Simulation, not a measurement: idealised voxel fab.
process module | voxel capacitor over wiring
The cross-section on display is named cut; it measures 300 nm wide, and its cells are 5 nm squares.
Cross-section format: a grid of square cells, given as bands from top to bottom; each band is one or more rows of cells. This entry defines a band. It first specifies the height of the band's top and the height of its bottom in nm, and then specifies the band's materials from left to right, stating each material with its width in nm. The word "everywhere" identifies a single material that fills the band from edge to edge, while the word "air" identifies empty space. Heads up on the height convention: 0 is the point under which the incoming wafer is all one material, and the lowest band has no bottom, it just keeps going down, like "0 -> down". Width "30 to 40": first value at the band's top row of cells, second value at its bottom row, equal change from row to row. A step reported as "no alterations made" is a step in which no cell of the cross-section changed. The list in "Voids, sealed" covers empty spaces of 8 cells or more that cannot reach the top through any open way, and it gives each as width x height at distance; the distance is from the left edge, and width, height and distance are in nm. Whatever follows a step's settings on its line is a remark the simulator itself makes about that step. "overlay nm" denotes, for a step that has a mask, the displacement of the mask to the right of its planned place, with negative values corresponding to the left.

## Process steps - plan
| 1 | RECEIVE: material Si |
| 2 | CONFORMAL_DEP: material SiO2, thk nm 15 |
| 3 | DIRECTIONAL_DEP: material TiN, thk nm 5 |
| 4 | DIRECTIONAL_DEP: material Ru, thk nm 20 |
| 5 | DIRECTIONAL_DEP: material aC, thk nm 15 |
| 6 | PATTERN: tone cover, mask id METAL_1, material resist, width nm 25, pitch nm 90, thk nm 35, overlay nm 0 |
| 7 | DIRECTIONAL_ETCH: etch materials aC, depth nm 15 |
| 8 | STRIP: etch materials resist |
| 9 | DIRECTIONAL_ETCH: etch materials Ru, depth nm 20 |
| 10 | DIRECTIONAL_ETCH: etch materials TiN, depth nm 5 |
| 11 | STRIP: etch materials aC |
| 12 | FILL_DEP: material lowk, thk nm 10 |
| 13 | CMP: height nm 40 |
| 14 | CONFORMAL_DEP: material SiCN, thk nm 5 |
| 15 | DIRECTIONAL_DEP: material lowk, thk nm 20 |
| 16 | PATTERN: tone open, mask id PLUG_1, material resist, width nm 15, thk nm 20, overlay nm 0 |
| 17 | DIRECTIONAL_ETCH: etch materials lowk, depth nm 20 |
| 18 | DIRECTIONAL_ETCH: etch materials SiCN, depth nm 5 |
| 19 | STRIP: etch materials resist |
| 20 | CONFORMAL_DEP: material TiN, thk nm 5 |
| 21 | FILL_DEP: material W, thk nm 10 |
| 22 | CMP: height nm 65 |
| 23 | DIRECTIONAL_DEP: material TiN, thk nm 5 |
| 24 | DIRECTIONAL_DEP: material Al2O3, thk nm 5 |
| 25 | DIRECTIONAL_DEP: material TiN, thk nm 10 |
| 26 | DIRECTIONAL_DEP: material aC, thk nm 15 |
| 27 | PATTERN: tone cover, mask id UPPER_PLATE, material resist, width nm 70, thk nm 30, overlay nm 0 |
| 28 | DIRECTIONAL_ETCH: etch materials aC, depth nm 15 |
| 29 | STRIP: etch materials resist |
| 30 | DIRECTIONAL_ETCH: etch materials TiN, depth nm 10 |
| 31 | DIRECTIONAL_ETCH: etch materials Al2O3, depth nm 5 |
| 32 | STRIP: etch materials aC |
| 33 | MASKED_ETCH: tone cover, mask id LOWER_PLATE, width nm 80, etch materials TiN, depth nm 5, overlay nm 0 |
| 34 | FILL_DEP: material SiO2, thk nm 20 |
| 35 | CMP: height nm 100 |
| 36 | PATTERN: tone open, mask id PLUG_2, material resist, width nm 15, thk nm 20, overlay nm 0 |
| 37 | DIRECTIONAL_ETCH: etch materials SiO2, depth nm 15 |
| 38 | STRIP: etch materials resist |
| 39 | CONFORMAL_DEP: material TiN, thk nm 5 |
| 40 | FILL_DEP: material Ru, thk nm 5 |
| 41 | CMP: height nm 100 |
| 42 | CONFORMAL_DEP: material SiN, thk nm 5 |

## Wafer cross-section on receipt, i.e. after step 1
    0 -> down: Si everywhere
    Voids, sealed: none

## Cross-sectional image of the first of two wafers at the end of the module, the run having proceeded as planned
    105 -> 100: SiN everywhere
    100 -> 90: 110 SiO2  5 TiN  5 Ru  5 TiN  175 SiO2
    90 -> 85: 110 SiO2  15 TiN  175 SiO2
    85 -> 75: 100 SiO2  70 TiN  130 SiO2
    75 -> 70: 100 SiO2  70 Al2O3  130 SiO2
    70 -> 65: 95 SiO2  80 TiN  125 SiO2
    65 -> 45: 100 lowk  5 TiN  5 W  5 TiN  185 lowk
    45 -> 40: 100 SiCN  15 TiN  185 SiCN
    40 -> 20: 90 lowk  25 Ru  65 lowk  25 Ru  95 lowk
    20 -> 15: 90 lowk  25 TiN  65 lowk  25 TiN  95 lowk
    15 -> 0: SiO2 everywhere
    0 -> down: Si everywhere
    Voids, sealed: none

## Here's the second of our two wafers sectioned at module end. Same start as the first, same plan, but one mistake got made running it
    105 -> 100: SiN everywhere
    100 -> 90: 110 SiO2  5 TiN  5 Ru  5 TiN  175 SiO2
    90 -> 85: 110 SiO2  15 TiN  175 SiO2
    85 -> 75: 100 SiO2  70 TiN  130 SiO2
    75 -> 70: 100 SiO2  70 Al2O3  130 SiO2
    70 -> 65: 95 SiO2  80 TiN  125 SiO2
    65 -> 45: 100 lowk  5 TiN  5 W  5 TiN  185 lowk
    45 -> 40: 100 SiCN  15 TiN  185 SiCN
    40 -> 20: 90 lowk  25 Ru  65 lowk  25 Ru  95 lowk
    20 -> 5: SiO2 everywhere
    5 -> 0: TiN everywhere
    0 -> down: Si everywhere
    Voids, sealed: none
Here's what went sideways: a sequencing error occurred in which plan steps 2 and 3 were transposed
Final wafer comparison in cells, second versus first, more or fewer per material: +50 TiN, -50 lowk
